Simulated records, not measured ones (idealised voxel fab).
process module | voxel released beams
The cross-section on display is named cut; it measures 300 nm wide, and its cells are 5 nm squares.
We lay out every cross-section as a grid of square cells and spell it out in bands from the top down, where one band means one or more rows of cells.
Per band: top height and bottom height in nm, followed by the left-to-right materials and their widths in nm; "edge to edge" marks a single material spanning edge to edge, "empty" marks empty space.
The level at which height equals 0 is the one under which the wafer, as it arrives, is entirely one material. No lower edge exists for the bottom band, which continues downward and is notated as in "from 0 down".
The width entry "30->40" should be interpreted row by row: the top row of cells in the band takes the first number, the bottom row takes the second number, and the change between adjacent rows is uniform throughout.
Take "stayed the same" at face value: in the step it is given for, the cross-section changed in none of its cells.
If an empty space has no open way to the top and is at least 8 cells in size, "Sealed voids" lists it, written width x height at distance, where distance is measured from the left edge and every value is in nm.
after a step's settings: what the simulator itself notes on the step
overlay nm: mask offset rightward from planned place, masked step; negative means leftward offset.
# The steps planned for the process are as follows
step 1: op RECEIVE | material Si
step 2: op CONFORMAL_DEP | material Al2O3 | thk nm 5
step 3: op DIRECTIONAL_DEP | material SiO2 | thk nm 15
step 4: op MASKED_ETCH | tone open | mask id ANCHOR | width nm 35 | etch materials SiO2 | depth nm 15 | overlay nm 0
step 5: op CONFORMAL_DEP | material W | thk nm 10
step 6: op PATTERN | tone cover | mask id BEAM | material resist | width nm 100 | thk nm 20 | overlay nm 0
step 7: op DIRECTIONAL_ETCH | etch materials W | depth nm 10
step 8: op STRIP | etch materials resist
step 9: op STRIP | etch materials SiO2
Variable across wafers: step 2 thk nm (plan value is that of the first wafer; starting state common to all).
# The first of several wafers in cross-section, exactly as it reached us after step 1
    from 0 down | Si edge to edge
    Sealed voids: none
# Shown in cross-section: the first of several wafers at the end of the module, after its last step, step 9
    from 30 to 20 | empty 95 nm  W 15 nm  empty 15 nm  W 70 nm  empty 105 nm
    from 20 to 15 | empty 100 nm  W 10 nm  empty 15 nm  W 10 nm  empty 165 nm
    from 15 to 5 | empty 100 nm  W 35 nm  empty 165 nm
    from 5 to 0 | Al2O3 edge to edge
    from 0 down | Si edge to edge
    Sealed voids: none
# Cross-sectional depiction of the last of several wafers upon completion of the module
    from 50 to 40 | empty 95 nm  W 15 nm  empty 15 nm  W 70 nm  empty 105 nm
    from 40 to 35 | empty 100 nm  W 10 nm  empty 15 nm  W 10 nm  empty 165 nm
    from 35 to 25 | empty 100 nm  W 35 nm  empty 165 nm
    from 25 to 0 | Al2O3 edge to edge
    from 0 down | Si edge to edge
    Sealed voids: none
# Rows = wafers. At module end, each row lists per material the cells gained (+) or lost (-) since the wafer was received, then the closed voids
thk nm 5; +60 Al2O3; +52 W; Sealed voids: none
thk nm 10; +120 Al2O3; +52 W; Sealed voids: none
thk nm 15; +180 Al2O3; +52 W; Sealed voids: none
thk nm 20; +240 Al2O3; +52 W; Sealed voids: none
thk nm 25; +300 Al2O3; +52 W; Sealed voids: none
